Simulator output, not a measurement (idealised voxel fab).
Herein follows the process module entitled voxel transistor to metal.
cross-section cut | 160 nm wide | cells 5 nm
Square cells in a grid make up a cross-section in this document, and the grid is given as bands, listed from the top down, each one or more rows of cells.
Band: top and bottom heights (nm) first, top before bottom; then materials from left to right, widths in nm. "throughout" marks a sole material filling the band edge to edge. "air" denotes empty space.
All heights in this document are referenced to 0, defined as the level beneath which the wafer, as received, consists entirely of one material. The lowest band is not bounded below; it extends indefinitely downward and is written in the form "0 down".
When a width is written as two numbers, as in "30..40", the first number is the width in the top row of cells of the band and the second is the width in its bottom row, and the width changes by the same amount from each row to the next.
Key: "remained the same" - step with no changed cell in the cross-section.
Entry "Enclosed void list" = empty spaces >= 8 cells with no open way to the top; each as width x height at distance, distance from left edge, all nm.
If you see something after the settings on a step's line, that's the simulator's own remark about that step.
For masked steps, "overlay nm" on the step line gives how far right of plan the mask actually lay; a minus sign means it lay to the left.

Process steps foreseen in the plan
step 1: op RECEIVE | material Si
step 2: op CONFORMAL_DEP | material SiO2 | thk nm 5
step 3: op CONFORMAL_DEP | material SiN | thk nm 10
step 4: op MASKED_ETCH | tone cover | mask id ACTIVE | width nm 115 | etch materials SiN | depth nm 10 | overlay nm 0
step 5: op MASKED_ETCH | tone cover | mask id ACTIVE | width nm 115 | etch materials SiO2 | depth nm 5 | overlay nm 0
step 6: op MASKED_ETCH | tone cover | mask id ACTIVE | width nm 115 | etch materials Si | depth nm 30 | overlay nm 0
step 7: op OXIDIZE | depth nm 5
step 8: op FILL_DEP | material SiO2 | thk nm 15
step 9: op CMP | height nm 15
step 10: op SELECTIVE_ETCH | etch materials SiO2 | depth nm 10
step 11: op STRIP | etch materials SiN
step 12: op SELECTIVE_ETCH | etch materials SiO2 | depth nm 5
step 13: op OXIDIZE | depth nm 5
step 14: op DIRECTIONAL_DEP | material polySi | thk nm 25
step 15: op DIRECTIONAL_DEP | material SiCN | thk nm 10
step 16: op PATTERN | tone cover | mask id GATE | material resist | width nm 25 | thk nm 20 | overlay nm 0
step 17: op DIRECTIONAL_ETCH | etch materials SiCN | depth nm 20
step 18: op DIRECTIONAL_ETCH | etch materials polySi | depth nm 35
step 19: op STRIP | etch materials resist
step 20: op CONFORMAL_DEP | material SiO2 | thk nm 5
step 21: op DIRECTIONAL_ETCH | etch materials SiO2 | depth nm 5
step 22: op CONFORMAL_DEP | material SiN | thk nm 5
step 23: op DIRECTIONAL_ETCH | etch materials SiN | depth nm 5
step 24: op DIRECTIONAL_ETCH | etch materials SiO2 | depth nm 5
step 25: op EPI | material pSi | thk nm 5
step 26: op FILL_DEP | material SiO2 | thk nm 10
step 27: op CMP | height nm 35
step 28: op DIRECTIONAL_DEP | material SiO2 | thk nm 10
step 29: op MASKED_ETCH | tone open | mask id CONTACT | width nm 35 | pitch nm 70 | etch materials SiO2 | depth nm 45 | overlay nm 0
step 30: op CONFORMAL_DEP | material TiN | thk nm 5
step 31: op FILL_DEP | material Ru | thk nm 10
step 32: op CMP | height nm 45
step 33: op CONFORMAL_DEP | material SiN | thk nm 5
step 34: op DIRECTIONAL_DEP | material lowk | thk nm 20
step 35: op PATTERN | tone open | mask id METAL_1 | material resist | width nm 20 | pitch nm 85 | thk nm 20 | overlay nm 0
step 36: op DIRECTIONAL_ETCH | etch materials lowk | depth nm 20
step 37: op DIRECTIONAL_ETCH | etch materials SiN | depth nm 5
step 38: op STRIP | etch materials resist
step 39: op CONFORMAL_DEP | material TiN | thk nm 5
step 40: op FILL_DEP | material W | thk nm 5
step 41: op CMP | height nm 70
step 42: op EPI | material Ru | thk nm 5
step 43: op FILL_DEP | material SiCN | thk nm 5

As received (post step 1): cross-section
0 down: Si throughout
Enclosed void list: none

The plan above was carried out on the starting structure above with one mistake, and this cross-section shows the wafer at the end of the module
80 to 75: SiCN throughout
75 to 70: 20 nm SiCN; 30 nm Ru; 55 nm SiCN; 30 nm Ru; 25 nm SiCN
70 to 50: 25 nm lowk; 5 nm TiN; 10 nm W; 5 nm TiN; 65 nm lowk; 5 nm TiN; 10 nm W; 5 nm TiN; 30 nm lowk
50 to 45: 25 nm SiN; 20 nm TiN; 65 nm SiN; 20 nm TiN; 30 nm SiN
45 to 35: 30 nm SiO2; 5 nm TiN; 20..15 nm Ru; 5..10 nm TiN; 40 nm SiO2; 5 nm TiN; 20 nm Ru; 5 nm TiN; 30 nm SiO2
35 to 25: 30 nm SiO2; 5 nm TiN; 15 nm Ru; 5 nm TiN; 5 nm SiN; 5 nm SiO2; 25 nm SiCN; 5 nm SiO2; 5 nm SiN; 5 nm TiN; 20 nm Ru; 5 nm TiN; 30 nm SiO2
25 to 5: 30 nm SiO2; 5 nm TiN; 15 nm Ru; 5 nm TiN; 5 nm SiN; 5 nm SiO2; 25 nm polySi; 5 nm SiO2; 5 nm SiN; 5 nm TiN; 20 nm Ru; 5 nm TiN; 30 nm SiO2
5 to 0: 30 nm SiO2; 25 nm TiN; 5 nm SiN; 5 nm SiO2; 25 nm polySi; 5 nm SiO2; 5 nm SiN; 30 nm TiN; 30 nm SiO2
0 to -5: 20 nm SiO2; 35 nm pSi; 45 nm SiO2; 35 nm pSi; 25 nm SiO2
-5 to -35: 25 nm SiO2; 105 nm Si; 30 nm SiO2
-35 down: Si throughout
Enclosed void list: none
Run error: heads up, step 29 didn't go per plan, it actually ran as op MASKED_ETCH | tone open | mask id CONTACT | width nm 30 | pitch nm 70 | etch materials SiO2 | depth nm 45 | overlay nm 0
